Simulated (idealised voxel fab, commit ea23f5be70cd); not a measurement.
Proc. module: voxel spacer lines
FYI the section here is cut, 270 nm wide, cells are 5 nm squares.
If you're reading a cross-section in this doc, picture square cells in a grid; it comes to you as bands, top ones listed first down to the bottom, and a band can be one or more rows of cells.
Heads up on the band format: heights come first, top then bottom, in nm. After that it's the materials left to right, each with its width in nm. A single material flagged "full width" fills the whole band edge to edge, and "empty" means there's empty space there.
It should be noted that heights are counted from 0, beneath which the wafer as supplied is of one material throughout, and that the lowest band possesses no lower boundary but continues downward, as written in "0 and below".
Think of "30..40" as a width that walks from the first number to the second as you go down the band, top row to bottom row, taking equal-sized steps from row to row.
Where a step carries "stayed the same", the cross-section came out of it unchanged, cell for cell.
You'll see "Voids, enclosed" listing empty spaces that have no way open to the top, as long as they're 8 cells or more; the notation is width x height at distance, where the distance is from the left edge, and all of it is in nm.
Anything after a step's settings on that line? It's the simulator's own note about the step.
overlay nm: right-of-plan distance of the mask on a masked step; negative values mean left-of-plan.

**These are the steps we planned for the process**
step 1: RECEIVE with material Si
step 2: CONFORMAL_DEP with material Al2O3, thk nm 5
step 3: DIRECTIONAL_DEP with material SiN, thk nm 15
step 4: DIRECTIONAL_DEP with material aC, thk nm 20
step 5: PATTERN with tone cover, mask id MANDREL, material resist, width nm 25, pitch nm 70, thk nm 25, overlay nm 0
step 6: DIRECTIONAL_ETCH with etch materials aC, depth nm 20
step 7: STRIP with etch materials resist
step 8: CONFORMAL_DEP with material SiO2, thk nm 10
step 9: DIRECTIONAL_ETCH with etch materials SiO2, depth nm 10
step 10: STRIP with etch materials aC
step 11: DIRECTIONAL_ETCH with etch materials SiN, depth nm 15
step 12: STRIP with etch materials SiO2
step 13: FILL_DEP with material SiO2, thk nm 10
step 14: CMP with height nm 20

**First of two wafers: run as planned**

**Cross-section, incoming material, after step 1**
> 0 and below  Si full width
> Voids, enclosed: none

**Upon completion of step 2, the wafer appears in cross-section as shown**
> 5 down to 0  Al2O3 full width
> Heights below 0 show no change.

**Upon completion of step 3, the wafer appears in cross-section as shown**
> 20 down to 5  SiN full width
> Heights below 5 show no change.

**Upon completion of step 4, the wafer appears in cross-section as shown**
> 40 down to 20  aC full width
> Heights below 20 show no change.

**Upon completion of step 5, the wafer appears in cross-section as shown**
> 65 down to 40  50 of empty  25 of resist  45 of empty  25 of resist  45 of empty  25 of resist  55 of empty
> Heights below 40 show no change.

**Upon completion of step 6, the wafer appears in cross-section as shown**
> 45 down to 40  50 of empty  25 of resist  45 of empty  25 of resist  45 of empty  25 of resist  55 of empty
> 40 down to 20  50 of empty  25 of aC  45 of empty  25 of aC  45 of empty  25 of aC  55 of empty
> Heights below 20 show no change.

**Upon completion of step 7, the wafer appears in cross-section as shown**
> 40 down to 20  50 of empty  25 of aC  45 of empty  25 of aC  45 of empty  25 of aC  55 of empty
> Heights below 20 show no change.

**Upon completion of step 8, the wafer appears in cross-section as shown**
> 50 down to 40  40 of empty  45 of SiO2  25 of empty  45 of SiO2  25 of empty  45 of SiO2  45 of empty
> 40 down to 30  40 of empty  10 of SiO2  25 of aC  10 of SiO2  25 of empty  10 of SiO2  25 of aC  10 of SiO2  25 of empty  10 of SiO2  25 of aC  10 of SiO2  45 of empty
> 30 down to 20  50 of SiO2  25 of aC  45 of SiO2  25 of aC  45 of SiO2  25 of aC  55 of SiO2
> Heights below 20 show no change.

**Upon completion of step 9, the wafer appears in cross-section as shown**
> 40 down to 20  40 of empty  10 of SiO2  25 of aC  10 of SiO2  25 of empty  10 of SiO2  25 of aC  10 of SiO2  25 of empty  10 of SiO2  25 of aC  10 of SiO2  45 of empty
> Heights below 20 show no change.

**Upon completion of step 10, the wafer appears in cross-section as shown**
> 40 down to 20  40 of empty  10 of SiO2  25 of empty  10 of SiO2  25 of empty  10 of SiO2  25 of empty  10 of SiO2  25 of empty  10 of SiO2  25 of empty  10 of SiO2  45 of empty
> Heights below 20 show no change.

**Upon completion of step 11, the wafer appears in cross-section as shown**
> 40 down to 20  40 of empty  10 of SiO2  25 of empty  10 of SiO2  25 of empty  10 of SiO2  25 of empty  10 of SiO2  25 of empty  10 of SiO2  25 of empty  10 of SiO2  45 of empty
> 20 down to 5  40 of empty  10 of SiN  25 of empty  10 of SiN  25 of empty  10 of SiN  25 of empty  10 of SiN  25 of empty  10 of SiN  25 of empty  10 of SiN  45 of empty
> Heights below 5 show no change.

**Upon completion of step 12, the wafer appears in cross-section as shown**
> 20 down to 5  40 of empty  10 of SiN  25 of empty  10 of SiN  25 of empty  10 of SiN  25 of empty  10 of SiN  25 of empty  10 of SiN  25 of empty  10 of SiN  45 of empty
> Heights below 5 show no change.

**Upon completion of step 13, the wafer appears in cross-section as shown**
> 30 down to 20  SiO2 full width
> 20 down to 5  40 of SiO2  10 of SiN  25 of SiO2  10 of SiN  25 of SiO2  10 of SiN  25 of SiO2  10 of SiN  25 of SiO2  10 of SiN  25 of SiO2  10 of SiN  45 of SiO2
> Heights below 5 show no change.

**Upon completion of step 14, the wafer appears in cross-section as shown**
> 20 down to 5  40 of SiO2  10 of SiN  25 of SiO2  10 of SiN  25 of SiO2  10 of SiN  25 of SiO2  10 of SiN  25 of SiO2  10 of SiN  25 of SiO2  10 of SiN  45 of SiO2
> Heights below 5 show no change.

**Wafer two. Same start, same plan, one slip in execution. Same as wafer one through step 4, inclusive**

**Cross-sectional representation of the second wafer at the time designated in the plan for the completion of step 5**
> 65 down to 40  40 of empty  25 of resist  45 of empty  25 of resist  45 of empty  25 of resist  65 of empty
> Heights below 40 show no change.

**Cross-sectional representation of the second wafer at the time designated in the plan for the completion of step 6**
> 45 down to 40  40 of empty  25 of resist  45 of empty  25 of resist  45 of empty  25 of resist  65 of empty
> 40 down to 20  40 of empty  25 of aC  45 of empty  25 of aC  45 of empty  25 of aC  65 of empty
> Heights below 20 show no change.

**Cross-sectional representation of the second wafer at the time designated in the plan for the completion of step 7**
> 40 down to 20  40 of empty  25 of aC  45 of empty  25 of aC  45 of empty  25 of aC  65 of empty
> Heights below 20 show no change.

**Cross-sectional representation of the second wafer at the time designated in the plan for the completion of step 8**
> 50 down to 40  30 of empty  45 of SiO2  25 of empty  45 of SiO2  25 of empty  45 of SiO2  55 of empty
> 40 down to 30  30 of empty  10 of SiO2  25 of aC  10 of SiO2  25 of empty  10 of SiO2  25 of aC  10 of SiO2  25 of empty  10 of SiO2  25 of aC  10 of SiO2  55 of empty
> 30 down to 20  40 of SiO2  25 of aC  45 of SiO2  25 of aC  45 of SiO2  25 of aC  65 of SiO2
> Heights below 20 show no change.

**Cross-sectional representation of the second wafer at the time designated in the plan for the completion of step 9**
> 40 down to 20  30 of empty  10 of SiO2  25 of aC  10 of SiO2  25 of empty  10 of SiO2  25 of aC  10 of SiO2  25 of empty  10 of SiO2  25 of aC  10 of SiO2  55 of empty
> Heights below 20 show no change.

**Cross-sectional representation of the second wafer at the time designated in the plan for the completion of step 10**
> 40 down to 20  30 of empty  10 of SiO2  25 of empty  10 of SiO2  25 of empty  10 of SiO2  25 of empty  10 of SiO2  25 of empty  10 of SiO2  25 of empty  10 of SiO2  55 of empty
> Heights below 20 show no change.

**Cross-sectional representation of the second wafer at the time designated in the plan for the completion of step 11**
> 40 down to 20  30 of empty  10 of SiO2  25 of empty  10 of SiO2  25 of empty  10 of SiO2  25 of empty  10 of SiO2  25 of empty  10 of SiO2  25 of empty  10 of SiO2  55 of empty
> 20 down to 5  30 of empty  10 of SiN  25 of empty  10 of SiN  25 of empty  10 of SiN  25 of empty  10 of SiN  25 of empty  10 of SiN  25 of empty  10 of SiN  55 of empty
> Heights below 5 show no change.

**Cross-sectional representation of the second wafer at the time designated in the plan for the completion of step 12**
> 20 down to 5  30 of empty  10 of SiN  25 of empty  10 of SiN  25 of empty  10 of SiN  25 of empty  10 of SiN  25 of empty  10 of SiN  25 of empty  10 of SiN  55 of empty
> Heights below 5 show no change.

**Cross-sectional representation of the second wafer at the time designated in the plan for the completion of step 13**
> 30 down to 20  SiO2 full width
> 20 down to 5  30 of SiO2  10 of SiN  25 of SiO2  10 of SiN  25 of SiO2  10 of SiN  25 of SiO2  10 of SiN  25 of SiO2  10 of SiN  25 of SiO2  10 of SiN  55 of SiO2
> Heights below 5 show no change.

**Cross-sectional representation of the second wafer at the time designated in the plan for the completion of step 14**
> 20 down to 5  30 of SiO2  10 of SiN  25 of SiO2  10 of SiN  25 of SiO2  10 of SiN  25 of SiO2  10 of SiN  25 of SiO2  10 of SiN  25 of SiO2  10 of SiN  55 of SiO2
> Heights below 5 show no change.
Heads up, the wafer didn't run the way we planned it: so step 5 ended up running with a different setting than we planned, it ran as PATTERN with tone cover, mask id MANDREL, material resist, width nm 25, pitch nm 70, thk nm 25, overlay nm -10
At the close, every material occupies the same number of cells on the second wafer as on the first, only in different positions.
